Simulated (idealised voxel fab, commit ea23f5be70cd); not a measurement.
Herein follows the process module entitled voxel capacitor over wiring.
Section shown: cut. Width: 220 nm. Cell size: 5 nm, square.
Cross-section, as written here: a square-cell grid given band by band from the top down, where a band holds one or more rows of cells.
Top height, bottom height, nm. Materials left to right, width each, nm. Single material + "full width" = fills band edge to edge. "empty" = empty.
Height 0 is the level under which the wafer as received is all one material. The lowest band goes on downwards, as in "z 0 and below".
Width: "30..40" (first number = top row, second number = bottom row, same change from row to row of cells).
"no change" (step): cross-section cells unchanged, all of them.
"Tabulated closed voids": sealed empty spaces, 8 cells or more, no open way to top, listed width x height at distance, with distance from the left edge and width, height and distance in nm.
If you see something after the settings on a step's line, that's the simulator's own remark about that step.
For masked steps, "overlay nm" on the step line gives how far right of plan the mask actually lay; a minus sign means it lay to the left.
**The process steps that were planned are listed below**
1. RECEIVE: material Si
2. CONFORMAL_DEP: material SiO2, thk nm 10
3. CONFORMAL_DEP: material SiN, thk nm 5
4. DIRECTIONAL_DEP: material SiO2, thk nm 15
5. PATTERN: tone open, mask id METAL_1, material resist, width nm 20, pitch nm 90, thk nm 20, overlay nm 0
6. DIRECTIONAL_ETCH: etch materials SiO2, depth nm 15
7. DIRECTIONAL_ETCH: etch materials SiN, depth nm 5
8. STRIP: etch materials resist
9. CONFORMAL_DEP: material TiN, thk nm 5
10. FILL_DEP: material Ru, thk nm 5
11. CMP: height nm 30
12. EPI: material Ru, thk nm 5
13. FILL_DEP: material SiCN, thk nm 5
14. DIRECTIONAL_DEP: material lowk, thk nm 20
15. MASKED_ETCH: tone open, mask id PLUG_1, width nm 15, etch materials lowk, depth nm 20, overlay nm 0
16. MASKED_ETCH: tone open, mask id PLUG_1, width nm 15, etch materials SiCN, depth nm 5, overlay nm 0
17. CONFORMAL_DEP: material TiN, thk nm 5
18. FILL_DEP: material Cu, thk nm 10
19. CMP: height nm 60
20. DIRECTIONAL_DEP: material TiN, thk nm 5
21. DIRECTIONAL_DEP: material SiN, thk nm 5
22. DIRECTIONAL_DEP: material TiN, thk nm 5
23. PATTERN: tone cover, mask id UPPER_PLATE, material resist, width nm 75, thk nm 15, overlay nm 0
24. DIRECTIONAL_ETCH: etch materials TiN, depth nm 5
25. DIRECTIONAL_ETCH: etch materials SiN, depth nm 5
26. STRIP: etch materials resist
27. DIRECTIONAL_DEP: material aC, thk nm 10
28. PATTERN: tone cover, mask id LOWER_PLATE, material resist, width nm 85, thk nm 25, overlay nm 0
29. DIRECTIONAL_ETCH: etch materials aC, depth nm 10
30. STRIP: etch materials resist
31. DIRECTIONAL_ETCH: etch materials TiN, depth nm 10
32. STRIP: etch materials aC
33. FILL_DEP: material SiO2, thk nm 20
34. CMP: height nm 95
35. PATTERN: tone open, mask id PLUG_2, material resist, width nm 15, thk nm 15, overlay nm 0
36. DIRECTIONAL_ETCH: etch materials SiO2, depth nm 15
37. STRIP: etch materials resist
38. CONFORMAL_DEP: material TiN, thk nm 5
39. FILL_DEP: material Cu, thk nm 10
40. CMP: height nm 95
41. CONFORMAL_DEP: material SiN, thk nm 5
Heads up: all these wafers start the same, and what changes between them is the thk nm in step 20. The value you see in the plan is just what the first wafer got.
**Here's the first of the wafers in cross-section, just as we got it, i.e. after step 1**
> z 0 and below = Si full width
> Tabulated closed voids: none
**Row per wafer, end-of-module: cell gain (+)/loss (-) by material since the wafer came in, then closed voids**
thk nm 5; +6 Cu; +24 Ru; +73 SiCN; +95 SiN; +448 SiO2; +70 TiN; +164 lowk; Tabulated closed voids: none
thk nm 10; +6 Cu; +24 Ru; +73 SiCN; +95 SiN; +431 SiO2; +87 TiN; +164 lowk; Tabulated closed voids: none
thk nm 15; +5 Cu; +24 Ru; +73 SiCN; +95 SiN; +390 SiO2; +129 TiN; +164 lowk; Tabulated closed voids: none
thk nm 20; +4 Cu; +24 Ru; +73 SiCN; +95 SiN; +349 SiO2; +171 TiN; +164 lowk; Tabulated closed voids: none
thk nm 25; +4 Cu; +24 Ru; +73 SiCN; +95 SiN; +308 SiO2; +212 TiN; +164 lowk; Tabulated closed voids: none
